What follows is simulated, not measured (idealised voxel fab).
This section sets out a process module, namely voxel plated lines.
Cross-section cut: width 270 nm, square cells of 5 nm.
Cross-section format: a grid of square cells, given as bands from top to bottom; each band is one or more rows of cells. Top height, bottom height, nm. Materials left to right, width each, nm. Single material + "full width" = fills band edge to edge. "air" = empty. Height 0 is the level under which the wafer as received is all one material. The lowest band goes on downwards, as in "from 0 down". With a width like "30->40", each row of cells in the band differs from the next by the same amount, the top row carrying the first number and the bottom row the second. When a step is marked "nothing was modified", none of the cells in the cross-section changed during that step. So "Closed voids list" is basically the list of trapped voids: any empty space of 8 cells or more that can't reach the top through an opening. They're written width x height at distance, the distance being from the left edge, and it's all nm. Read whatever lies past the settings on a step's line as the simulator's own remark about the step. overlay nm: mask right of planned place by this much (step with mask). Neg. = left.
## Steps in the process plan
1,RECEIVE | material Si
2,CONFORMAL_DEP | material SiO2 | thk nm 15
3,DIRECTIONAL_DEP | material TiN | thk nm 5
4,PATTERN | tone open | mask id LINES | material resist | width nm 15 | pitch nm 40 | thk nm 25 | overlay nm 0
5,EPI | material Ru | thk nm 5
6,EPI | material Ru | thk nm 10
7,STRIP | etch materials resist
8,DIRECTIONAL_ETCH | etch materials TiN | depth nm 5
9,CONFORMAL_DEP | material SiCN | thk nm 5
For clarity, it should be stated that the wafers under discussion commence in an identical condition and differ with respect to the width nm of step 4, the plan indicating the value that the first wafer had.
## The first of several wafers as received, shown in cross-section; this is its state after step 1
	from 0 down | Si full width
	Closed voids list: none
## The figure below presents a cross-section of the first of several wafers at the conclusion of the module, following its last step, step 9
	from 40 to 35 | air 60  SiCN 25  air 15  SiCN 25  air 15  SiCN 25  air 15  SiCN 25  air 65
	from 35 to 20 | air 60  SiCN 5  Ru 15  SiCN 5  air 15  SiCN 5  Ru 15  SiCN 5  air 15  SiCN 5  Ru 15  SiCN 5  air 15  SiCN 5  Ru 15  SiCN 5  air 65
	from 20 to 15 | SiCN 65  TiN 15  SiCN 25  TiN 15  SiCN 25  TiN 15  SiCN 25  TiN 15  SiCN 70
	from 15 to 0 | SiO2 full width
	from 0 down | Si full width
	Closed voids list: none
## Cross-section at module completion, last wafer
	from 40 to 35 | air 55  SiCN 35  air 5  SiCN 35  air 5  SiCN 35  air 5  SiCN 35  air 60
	from 35 to 20 | air 55  SiCN 5  Ru 25  SiCN 5  air 5  SiCN 5  Ru 25  SiCN 5  air 5  SiCN 5  Ru 25  SiCN 5  air 5  SiCN 5  Ru 25  SiCN 5  air 60
	from 20 to 15 | SiCN 60  TiN 25  SiCN 15  TiN 25  SiCN 15  TiN 25  SiCN 15  TiN 25  SiCN 65
	from 15 to 0 | SiO2 full width
	from 0 down | Si full width
	Closed voids list: none
## Gained (+) or lost (-) cells of each material since receipt, then closed voids: one row per wafer, at the end of the module
width nm 15; +36 Ru; +86 SiCN; +162 SiO2; +12 TiN; Closed voids list: none
width nm 20; +48 Ru; +86 SiCN; +162 SiO2; +16 TiN; Closed voids list: none
width nm 25; +60 Ru; +86 SiCN; +162 SiO2; +20 TiN; Closed voids list: none
